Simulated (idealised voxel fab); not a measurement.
The process module presented herein is designated voxel ribs on slabs.
cross-section cut | 275 nm wide | cells 5 nm
This document writes a cross-section as a grid whose cells are square, and gives it as bands, listed from the top down; one or more rows of cells form a band. This entry defines a band. It first specifies the height of the band's top and the height of its bottom in nm, and then specifies the band's materials from left to right, stating each material with its width in nm. The word "edge to edge" identifies a single material that fills the band from edge to edge, while the word "empty" identifies empty space. Convention: height 0 is the level below which the wafer, as received, is all one material. The lowest band does not terminate at the bottom but continues downward, represented as "0..down". Think of "30..40" as a width that walks from the first number to the second as you go down the band, top row to bottom row, taking equal-sized steps from row to row. Key: "all unchanged" - step with no changed cell in the cross-section. "Enclosed internal voids": empty spaces of 8 cells or more with no open way to the top, each given as width x height at distance, distance from the left edge, all in nm. Past the settings on a step's line: simulator remark, on that step. A step's line can hold "overlay nm"; with a mask on that step, the setting says how far right of the planned place the mask lay, while a negative setting says it lay to the left.
# These are the steps we planned for the process
1. RECEIVE,material Si
2. DIRECTIONAL_DEP,material SiO2,thk nm 25
3. DIRECTIONAL_DEP,material SiN,thk nm 15
4. MASKED_ETCH,tone cover,mask id RIB,width nm 15,etch materials SiN,depth nm 10,overlay nm 0
5. PATTERN,tone cover,mask id SLAB,material resist,width nm 55,thk nm 20,overlay nm 0
6. DIRECTIONAL_ETCH,etch materials SiN,depth nm 5
7. STRIP,etch materials resist
8. FILL_DEP,material SiO2,thk nm 15
9. CMP,height nm 50
10. DIRECTIONAL_DEP,material TiN,thk nm 10
11. PATTERN,tone cover,mask id HEATER,material resist,width nm 25,thk nm 15,overlay nm 0
12. DIRECTIONAL_ETCH,etch materials TiN,depth nm 10
13. STRIP,etch materials resist
14. CONFORMAL_DEP,material SiN,thk nm 5
# as received, after step 1
    0..down | Si edge to edge
    Enclosed internal voids: none
# Cross-section, end of module. Start: as above. Plan: as above. Execution: one mistake
    65..60 | 120 nm empty | 35 nm SiN | 120 nm empty
    60..55 | 120 nm empty | 5 nm SiN | 25 nm TiN | 5 nm SiN | 120 nm empty
    55..50 | 125 nm SiN | 25 nm TiN | 125 nm SiN
    50..45 | SiO2 edge to edge
    45..35 | 130 nm SiO2 | 15 nm SiN | 130 nm SiO2
    35..30 | 110 nm SiO2 | 55 nm SiN | 110 nm SiO2
    30..0 | SiO2 edge to edge
    0..down | Si edge to edge
    Enclosed internal voids: none
Deviation noted in wafer processing: the process deviated at step 2: the operation and settings actually run there were DIRECTIONAL_DEP,material SiO2,thk nm 30
